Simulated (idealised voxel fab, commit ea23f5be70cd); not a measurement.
The following process module bears the name voxel self aligned vias.
In the cross-section labelled cut, the width is 210 nm and each square cell is 5 nm.
Think of the cross-section as a grid of square cells. We describe it in bands, top to bottom, and each band covers one or more rows of those cells.
The band entry comprises the height of the band's top followed by the height of its bottom, expressed in nm, and subsequently the band's materials from left to right, each stated together with its width in nm. Where a single material is marked with the word "throughout", that material fills the band from edge to edge. The word "blank" represents empty space.
The level at which height equals 0 is the one under which the wafer, as it arrives, is entirely one material. No lower edge exists for the bottom band, which continues downward and is notated as in "0 and below".
Per-row width for "30 to 40": begins at first number (top row of band), ends at second number (bottom row), increment between rows held constant.
Where a step carries "no alterations made", the cross-section came out of it unchanged, cell for cell.
This entry, "Sealed void inventory", enumerates those empty regions of no fewer than 8 cells that possess no open connection to the top. Each region is reported in the form width x height at distance, the distance being taken from the left edge, with all three quantities expressed in nm.
It should be noted that, on the line of a given step, the content following the step's settings is a remark produced by the simulator itself with respect to that step.
A step line may carry the setting "overlay nm", which, for steps involving a mask, states the distance by which the mask lay to the right of its intended position; negative values denote displacement to the left.

Set out below are the planned steps of the process:
1) RECEIVE,material Si
2) CONFORMAL_DEP,material SiO2,thk nm 10
3) CONFORMAL_DEP,material SiCN,thk nm 5
4) DIRECTIONAL_DEP,material SiO2,thk nm 30
5) DIRECTIONAL_DEP,material aC,thk nm 10
6) PATTERN,tone open,mask id LINES,material resist,width nm 25,pitch nm 55,thk nm 25,overlay nm 0
7) DIRECTIONAL_ETCH,etch materials aC,depth nm 10
8) STRIP,etch materials resist
9) DIRECTIONAL_ETCH,etch materials SiO2,depth nm 30
10) STRIP,etch materials aC
11) CONFORMAL_DEP,material TiN,thk nm 5
12) FILL_DEP,material Ru,thk nm 5
13) CMP,height nm 45
14) SELECTIVE_ETCH,etch materials W Ru TiN,depth nm 10
15) FILL_DEP,material SiN,thk nm 5
16) CMP,height nm 45
17) DIRECTIONAL_DEP,material SiO2,thk nm 15
18) PATTERN,tone open,mask id VIAS,material resist,width nm 35,thk nm 15,overlay nm 0
19) DIRECTIONAL_ETCH,etch materials SiO2,depth nm 15
20) DIRECTIONAL_ETCH,etch materials SiN,depth nm 10
21) STRIP,etch materials resist
22) CONFORMAL_DEP,material TiN,thk nm 5
23) FILL_DEP,material W,thk nm 10
24) CMP,height nm 60
25) CONFORMAL_DEP,material SiN,thk nm 5

Wafer at receipt (post step 1), cross-section:
> 0 and below: Si throughout
> Sealed void inventory: none

Post-module cross-section of the first of two wafers (run per plan):
> 65 down to 60: SiN throughout
> 60 down to 50: SiO2 60 nm, TiN 5 nm, W 25 nm, TiN 5 nm, SiO2 115 nm
> 50 down to 45: SiO2 60 nm, TiN 10 nm, W 15 nm, TiN 10 nm, SiO2 115 nm
> 45 down to 40: SiO2 65 nm, TiN 5 nm, W 15 nm, TiN 5 nm, SiO2 30 nm, SiN 25 nm, SiO2 65 nm
> 40 down to 35: SiO2 65 nm, TiN 25 nm, SiO2 30 nm, SiN 25 nm, SiO2 65 nm
> 35 down to 20: SiO2 65 nm, TiN 5 nm, Ru 15 nm, TiN 5 nm, SiO2 30 nm, TiN 5 nm, Ru 15 nm, TiN 5 nm, SiO2 65 nm
> 20 down to 15: SiO2 65 nm, TiN 25 nm, SiO2 30 nm, TiN 25 nm, SiO2 65 nm
> 15 down to 10: SiCN throughout
> 10 down to 0: SiO2 throughout
> 0 and below: Si throughout
> Sealed void inventory: none

Cross-sectional view of the second of two wafers upon completion of the module. This wafer shared its starting condition and process plan with the first; one error was made during its execution:
> 65 down to 60: SiCN throughout
> 60 down to 50: SiO2 60 nm, TiN 5 nm, W 25 nm, TiN 5 nm, SiO2 115 nm
> 50 down to 45: SiO2 60 nm, TiN 10 nm, W 15 nm, TiN 10 nm, SiO2 115 nm
> 45 down to 40: SiO2 65 nm, TiN 5 nm, W 15 nm, TiN 5 nm, SiO2 30 nm, SiN 25 nm, SiO2 65 nm
> 40 down to 35: SiO2 65 nm, TiN 25 nm, SiO2 30 nm, SiN 25 nm, SiO2 65 nm
> 35 down to 20: SiO2 65 nm, TiN 5 nm, Ru 15 nm, TiN 5 nm, SiO2 30 nm, TiN 5 nm, Ru 15 nm, TiN 5 nm, SiO2 65 nm
> 20 down to 15: SiO2 65 nm, TiN 25 nm, SiO2 30 nm, TiN 25 nm, SiO2 65 nm
> 15 down to 10: SiCN throughout
> 10 down to 0: SiO2 throughout
> 0 and below: Si throughout
> Sealed void inventory: none
Here's what went sideways: step 25 did not use the planned setting and instead ran as CONFORMAL_DEP,material SiCN,thk nm 5
End check, counted in cells, second wafer has more or fewer of these materials than the first: SiCN +42; SiN -42
